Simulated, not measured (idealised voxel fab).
process module | voxel released beams
cross-section cut | 185 nm wide | cells 5 nm
A cross-section is a grid of square cells, given in bands from the top down. A band is one or more rows of cells.
Each band's line starts with the height of the band's top and of its bottom, in nm. Then come its materials from left to right, each with its width in nm. One material with "throughout" fills the band from edge to edge. "air" is empty space.
Height 0 is the level under which the wafer as received is all one material. The lowest band goes on downwards, as in "0 down".
A width such as "30 to 40" changes by the same amount from each row of cells to the next, from the band's top row to its bottom row.
"no change" after a step means that no cell of the cross-section changed.
closed voids: empty space of 8 cells or more with no open way to the top, each as width x height at its distance from the left edge, in nm
after a step's settings: what the simulator itself notes on the step
overlay nm, on a step with a mask: how far to the right of its planned place the mask lay; to the left if negative
plan
1 op RECEIVE | material Si
2 op CONFORMAL_DEP | material SiN | thk nm 5
3 op DIRECTIONAL_DEP | material SiO2 | thk nm 15
4 op PATTERN | tone open | mask id ANCHOR | material resist | width nm 30 | thk nm 20 | overlay nm 0
5 op DIRECTIONAL_ETCH | etch materials SiO2 | depth nm 15
6 op STRIP | etch materials resist
7 op CONFORMAL_DEP | material TiN | thk nm 10
8 op MASKED_ETCH | tone cover | mask id BEAM | width nm 95 | etch materials TiN | depth nm 10 | overlay nm 0
9 op STRIP | etch materials SiO2
as received, after step 1
  0 down: Si throughout
  closed voids: none
first wafer at the end, as planned
  30 to 20: air 40 | TiN 15 | air 10 | TiN 70 | air 50
  20 to 15: air 45 | TiN 10 | air 10 | TiN 10 | air 110
  15 to 5: air 45 | TiN 30 | air 110
  5 to 0: SiN throughout
  0 down: Si throughout
  closed voids: none
second wafer at the end: like start, like plan, one mistake
  30 to 20: air 40 | TiN 95 | air 50
  20 to 15: SiN throughout
  15 to 0: SiO2 throughout
  0 down: Si throughout
  closed voids: none
what went wrong: steps 2 and 3 were swapped
at the end the second wafer has, in cells: 111 more of SiO2 | 12 fewer of TiN
